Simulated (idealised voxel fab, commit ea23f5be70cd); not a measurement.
The process module that follows is named voxel spacer lines.
The width of the displayed cross-section, cut, is 180 nm; its cells are square, with a size of 5 nm.
If you're reading a cross-section in this doc, picture square cells in a grid; it comes to you as bands, top ones listed first down to the bottom, and a band can be one or more rows of cells.
Band: top and bottom heights (nm) first, top before bottom; then materials from left to right, widths in nm. "all across" marks a sole material filling the band edge to edge. "blank" denotes empty space.
Below 0: as-received wafer, all one material; heights counted from there. Lowest band: no bottom, goes on down, written "top 0, no bottom".
With a width like "30->40", each row of cells in the band differs from the next by the same amount, the top row carrying the first number and the bottom row the second.
Basically "nothing got changed" means that step didn't change any cell in the cross-section.
"Tabulated closed voids" enumerates empty spaces isolated from the top, with no open way to it, that contain at least 8 cells, giving each as width x height at distance from the left edge, all three in nm.
Text after the settings on a step's line: the simulator's own remark on that step.
The setting "overlay nm" may be written on the line of a step. When the step uses a mask, the value reports how far to the right of the planned place the mask lay, and a negative value reports that it lay to the left.
Planned step list for the process
1 RECEIVE (material Si)
2 CONFORMAL_DEP (material Al2O3; thk nm 5)
3 DIRECTIONAL_DEP (material TiN; thk nm 15)
4 DIRECTIONAL_DEP (material polySi; thk nm 25)
5 PATTERN (tone cover; mask id MANDREL; material resist; width nm 25; pitch nm 80; thk nm 30; overlay nm 0)
6 DIRECTIONAL_ETCH (etch materials polySi; depth nm 25)
7 STRIP (etch materials resist)
8 CONFORMAL_DEP (material SiO2; thk nm 15)
9 DIRECTIONAL_ETCH (etch materials SiO2; depth nm 15)
10 STRIP (etch materials polySi)
11 DIRECTIONAL_ETCH (etch materials TiN; depth nm 15)
12 STRIP (etch materials SiO2)
Of two wafers, the first: run according to plan
Cross-sectional view of the wafer in its as-received condition, corresponding to the state after step 1
- top 0, no bottom  Si all across
- Tabulated closed voids: none
Step 2 done - wafer cross-section
- top 5, bottom 0  Al2O3 all across
- Beneath the level 0, the cross-section is identical to its previous state.
Step 3 done - wafer cross-section
- top 20, bottom 5  TiN all across
- Beneath the level 5, the cross-section is identical to its previous state.
Step 4 done - wafer cross-section
- top 45, bottom 20  polySi all across
- Beneath the level 20, the cross-section is identical to its previous state.
Step 5 done - wafer cross-section
- top 75, bottom 45  blank: 35, resist: 25, blank: 55, resist: 25, blank: 40
- Beneath the level 45, the cross-section is identical to its previous state.
Step 6 done - wafer cross-section
- top 75, bottom 45  blank: 35, resist: 25, blank: 55, resist: 25, blank: 40
- top 45, bottom 20  blank: 35, polySi: 25, blank: 55, polySi: 25, blank: 40
- Beneath the level 20, the cross-section is identical to its previous state.
Step 7 done - wafer cross-section
- top 45, bottom 20  blank: 35, polySi: 25, blank: 55, polySi: 25, blank: 40
- Beneath the level 20, the cross-section is identical to its previous state.
Step 8 done - wafer cross-section
- top 60, bottom 45  blank: 20, SiO2: 55, blank: 25, SiO2: 55, blank: 25
- top 45, bottom 35  blank: 20, SiO2: 15, polySi: 25, SiO2: 15, blank: 25, SiO2: 15, polySi: 25, SiO2: 15, blank: 25
- top 35, bottom 20  SiO2: 35, polySi: 25, SiO2: 55, polySi: 25, SiO2: 40
- Beneath the level 20, the cross-section is identical to its previous state.
Step 9 done - wafer cross-section
- top 45, bottom 20  blank: 20, SiO2: 15, polySi: 25, SiO2: 15, blank: 25, SiO2: 15, polySi: 25, SiO2: 15, blank: 25
- Beneath the level 20, the cross-section is identical to its previous state.
Step 10 done - wafer cross-section
- top 45, bottom 20  blank: 20, SiO2: 15, blank: 25, SiO2: 15, blank: 25, SiO2: 15, blank: 25, SiO2: 15, blank: 25
- Beneath the level 20, the cross-section is identical to its previous state.
Step 11 done - wafer cross-section
- top 45, bottom 20  blank: 20, SiO2: 15, blank: 25, SiO2: 15, blank: 25, SiO2: 15, blank: 25, SiO2: 15, blank: 25
- top 20, bottom 5  blank: 20, TiN: 15, blank: 25, TiN: 15, blank: 25, TiN: 15, blank: 25, TiN: 15, blank: 25
- Beneath the level 5, the cross-section is identical to its previous state.
Step 12 done - wafer cross-section
- top 20, bottom 5  blank: 20, TiN: 15, blank: 25, TiN: 15, blank: 25, TiN: 15, blank: 25, TiN: 15, blank: 25
- Beneath the level 5, the cross-section is identical to its previous state.
Companion wafer, the second of two: same beginning, same intended sequence, one mistake in carrying it out; through step 2 inclusive it tracks the first exactly
Here is the second wafer in cross-section at the point where step 3 of the plan should have been done
- top 35, bottom 5  TiN all across
- Beneath the level 5, the cross-section is identical to its previous state.
Here is the second wafer in cross-section at the point where step 4 of the plan should have been done
- top 60, bottom 35  polySi all across
- Beneath the level 35, the cross-section is identical to its previous state.
Here is the second wafer in cross-section at the point where step 5 of the plan should have been done
- top 90, bottom 60  blank: 35, resist: 25, blank: 55, resist: 25, blank: 40
- Beneath the level 60, the cross-section is identical to its previous state.
Here is the second wafer in cross-section at the point where step 6 of the plan should have been done
- top 90, bottom 60  blank: 35, resist: 25, blank: 55, resist: 25, blank: 40
- top 60, bottom 35  blank: 35, polySi: 25, blank: 55, polySi: 25, blank: 40
- Beneath the level 35, the cross-section is identical to its previous state.
Here is the second wafer in cross-section at the point where step 7 of the plan should have been done
- top 60, bottom 35  blank: 35, polySi: 25, blank: 55, polySi: 25, blank: 40
- Beneath the level 35, the cross-section is identical to its previous state.
Here is the second wafer in cross-section at the point where step 8 of the plan should have been done
- top 75, bottom 60  blank: 20, SiO2: 55, blank: 25, SiO2: 55, blank: 25
- top 60, bottom 50  blank: 20, SiO2: 15, polySi: 25, SiO2: 15, blank: 25, SiO2: 15, polySi: 25, SiO2: 15, blank: 25
- top 50, bottom 35  SiO2: 35, polySi: 25, SiO2: 55, polySi: 25, SiO2: 40
- Beneath the level 35, the cross-section is identical to its previous state.
Here is the second wafer in cross-section at the point where step 9 of the plan should have been done
- top 60, bottom 35  blank: 20, SiO2: 15, polySi: 25, SiO2: 15, blank: 25, SiO2: 15, polySi: 25, SiO2: 15, blank: 25
- Beneath the level 35, the cross-section is identical to its previous state.
Here is the second wafer in cross-section at the point where step 10 of the plan should have been done
- top 60, bottom 35  blank: 20, SiO2: 15, blank: 25, SiO2: 15, blank: 25, SiO2: 15, blank: 25, SiO2: 15, blank: 25
- Beneath the level 35, the cross-section is identical to its previous state.
Here is the second wafer in cross-section at the point where step 11 of the plan should have been done
- top 60, bottom 35  blank: 20, SiO2: 15, blank: 25, SiO2: 15, blank: 25, SiO2: 15, blank: 25, SiO2: 15, blank: 25
- top 35, bottom 20  blank: 20, TiN: 15, blank: 25, TiN: 15, blank: 25, TiN: 15, blank: 25, TiN: 15, blank: 25
- Beneath the level 20, the cross-section is identical to its previous state.
Here is the second wafer in cross-section at the point where step 12 of the plan should have been done
- top 35, bottom 20  blank: 20, TiN: 15, blank: 25, TiN: 15, blank: 25, TiN: 15, blank: 25, TiN: 15, blank: 25
- Beneath the level 20, the cross-section is identical to its previous state.
Error vs. plan: step 3 of the plan was executed twice over
Final difference in cells, second wafer against first, listed per material as more or fewer: TiN: 108 more
